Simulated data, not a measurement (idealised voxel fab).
voxel plated lines: a process module
295 nm wide, 5 nm square cells: that's cross-section cut.
A cross-section is written here as square cells arranged in a grid, and it is given in bands from the top down, each band taking up one or more rows of cells. Top height, bottom height, nm. Materials left to right, width each, nm. Single material + "full width" = fills band edge to edge. "empty" = empty. Heights are reckoned from 0. Under this level, the received wafer is all of one material. The bottommost band is open-ended downward, for example "z 0 and below". The expression "30 to 40" gives the width at the extremes of the band, the first number at its top row of cells and the second at its bottom row, with the width changing by equal amounts from each row to the next in between. Given "everything unchanged" for a step, no cell of the cross-section differs between before and after that step. Closed cavity list: empty space of 8 cells or more with no open way to the top, each as width x height at its distance from the left edge, in nm. Post-settings text on a step line: simulator's own remark regarding the step. For masked steps, "overlay nm" on the step line gives how far right of plan the mask actually lay; a minus sign means it lay to the left.
# Steps in the process plan
1: RECEIVE [material Si]
2: CONFORMAL_DEP [material Al2O3] [thk nm 10]
3: DIRECTIONAL_DEP [material TiN] [thk nm 5]
4: PATTERN [tone open] [mask id LINES] [material resist] [width nm 30] [pitch nm 60] [thk nm 20] [overlay nm 0]
5: EPI [material Ru] [thk nm 10]
6: STRIP [etch materials resist]
7: DIRECTIONAL_ETCH [etch materials TiN] [depth nm 5]
8: CONFORMAL_DEP [material SiN] [thk nm 10]
# First of two wafers, with the run carried out as planned
# Cross-section: wafer on arrival = after step 1
> z 0 and below = Si full width
> Closed cavity list: none
# The wafer, seen in cross-section, after step 2
> z 10 to 0 = Al2O3 full width
> below 0: unchanged
# The wafer, seen in cross-section, after step 3
> z 15 to 10 = TiN full width
> below 10: unchanged
# The wafer, seen in cross-section, after step 4
> z 35 to 15 = resist (70), then empty (30), then resist (30), then empty (30), then resist (30), then empty (30), then resist (75)
> below 15: unchanged
# The wafer, seen in cross-section, after step 5
> z 35 to 25 = resist (70), then empty (30), then resist (30), then empty (30), then resist (30), then empty (30), then resist (75)
> z 25 to 15 = resist (70), then Ru (30), then resist (30), then Ru (30), then resist (30), then Ru (30), then resist (75)
> below 15: unchanged
# The wafer, seen in cross-section, after step 6
> z 25 to 15 = empty (70), then Ru (30), then empty (30), then Ru (30), then empty (30), then Ru (30), then empty (75)
> below 15: unchanged
# The wafer, seen in cross-section, after step 7
> z 25 to 15 = empty (70), then Ru (30), then empty (30), then Ru (30), then empty (30), then Ru (30), then empty (75)
> z 15 to 10 = empty (70), then TiN (30), then empty (30), then TiN (30), then empty (30), then TiN (30), then empty (75)
> below 10: unchanged
# The wafer, seen in cross-section, after step 8
> z 35 to 25 = empty (60), then SiN (50), then empty (10), then SiN (50), then empty (10), then SiN (50), then empty (65)
> z 25 to 20 = empty (60), then SiN (10), then Ru (30), then SiN (10), then empty (10), then SiN (10), then Ru (30), then SiN (10), then empty (10), then SiN (10), then Ru (30), then SiN (10), then empty (65)
> z 20 to 15 = SiN (70), then Ru (30), then SiN (30), then Ru (30), then SiN (30), then Ru (30), then SiN (75)
> z 15 to 10 = SiN (70), then TiN (30), then SiN (30), then TiN (30), then SiN (30), then TiN (30), then SiN (75)
> below 10: unchanged
# Second wafer. Start and plan as for the first. One mistake made in running. Agrees with the first up to and including step 1
# Second wafer shown in cross-section at the time step 2 was slated to end
> z 5 to 0 = Al2O3 full width
> below 0: unchanged
# Second wafer shown in cross-section at the time step 3 was slated to end
> z 10 to 5 = TiN full width
> below 5: unchanged
# Second wafer shown in cross-section at the time step 4 was slated to end
> z 30 to 10 = resist (70), then empty (30), then resist (30), then empty (30), then resist (30), then empty (30), then resist (75)
> below 10: unchanged
# Second wafer shown in cross-section at the time step 5 was slated to end
> z 30 to 20 = resist (70), then empty (30), then resist (30), then empty (30), then resist (30), then empty (30), then resist (75)
> z 20 to 10 = resist (70), then Ru (30), then resist (30), then Ru (30), then resist (30), then Ru (30), then resist (75)
> below 10: unchanged
# Second wafer shown in cross-section at the time step 6 was slated to end
> z 20 to 10 = empty (70), then Ru (30), then empty (30), then Ru (30), then empty (30), then Ru (30), then empty (75)
> below 10: unchanged
# Second wafer shown in cross-section at the time step 7 was slated to end
> z 20 to 10 = empty (70), then Ru (30), then empty (30), then Ru (30), then empty (30), then Ru (30), then empty (75)
> z 10 to 5 = empty (70), then TiN (30), then empty (30), then TiN (30), then empty (30), then TiN (30), then empty (75)
> below 5: unchanged
# Second wafer shown in cross-section at the time step 8 was slated to end
> z 30 to 20 = empty (60), then SiN (50), then empty (10), then SiN (50), then empty (10), then SiN (50), then empty (65)
> z 20 to 15 = empty (60), then SiN (10), then Ru (30), then SiN (10), then empty (10), then SiN (10), then Ru (30), then SiN (10), then empty (10), then SiN (10), then Ru (30), then SiN (10), then empty (65)
> z 15 to 10 = SiN (70), then Ru (30), then SiN (30), then Ru (30), then SiN (30), then Ru (30), then SiN (75)
> z 10 to 5 = SiN (70), then TiN (30), then SiN (30), then TiN (30), then SiN (30), then TiN (30), then SiN (75)
> below 5: unchanged
Short version of what went wrong: off-plan run, step 2, actual operation and settings CONFORMAL_DEP [material Al2O3] [thk nm 5]
In the final state, the cell counts of the second wafer exceed or fall short of those of the first for the following materials: Al2O3: 59 fewer
